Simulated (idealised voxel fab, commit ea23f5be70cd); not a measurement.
Process module, titled voxel local oxidation
We display cut, a cross-section 290 nm in width whose square cells are each 5 nm.
Cross-section spec: square-cell grid; bands listed top down; each band is one or more rows.
Per band: top height and bottom height in nm, followed by the left-to-right materials and their widths in nm; "throughout" marks a single material spanning edge to edge, "empty" marks empty space.
We count height from 0. Below that, the starting wafer is all one material. The lowest band never ends at the bottom but goes on down; see "0 and below" for how that is written.
The expression "30 to 40" gives the width at the extremes of the band, the first number at its top row of cells and the second at its bottom row, with the width changing by equal amounts from each row to the next in between.
You'll sometimes find "remains unaltered" written for a step, and that's the way of saying that nowhere in the cross-section did a cell change during that step.
"Voids, fully enclosed" lists enclosed empty spaces (at least 8 cells, no open path upward to the top), each as width x height at distance from the left edge, in nm.
Text after the settings on a step's line: the simulator's own remark on that step.
overlay nm: for a step with a mask, the amount by which the mask lay right of where it was planned; a negative amount means left of it.
The steps planned for the process are as follows
1 RECEIVE (material Si)
2 CONFORMAL_DEP (material SiO2; thk nm 5)
3 CONFORMAL_DEP (material SiN; thk nm 10)
4 MASKED_ETCH (tone cover; mask id ACTIVE; width nm 100; pitch nm 140; etch materials SiN; depth nm 10; overlay nm 0)
5 SELECTIVE_ETCH (etch materials SiO2; depth nm 5)
6 OXIDIZE (depth nm 15)
7 STRIP (etch materials SiN)
Wafer as received: cross-section following step 1
- 0 and below = Si throughout
- Voids, fully enclosed: none
One mistake in running the module, otherwise start and plan as above: cross-section at the end
- 5 down to 0 = 20 of SiO2 | 110 of empty | 30 of SiO2 | 110 of empty | 20 of SiO2
- 0 down to -15 = 5 of Si | 280 of SiO2 | 5 of Si
- -15 and below = Si throughout
- Voids, fully enclosed: none
What was done differently from what was planned? step 4 was not run as planned; what actually ran was MASKED_ETCH (tone open; mask id ACTIVE; width nm 100; pitch nm 140; etch materials SiN; depth nm 10; overlay nm 0)
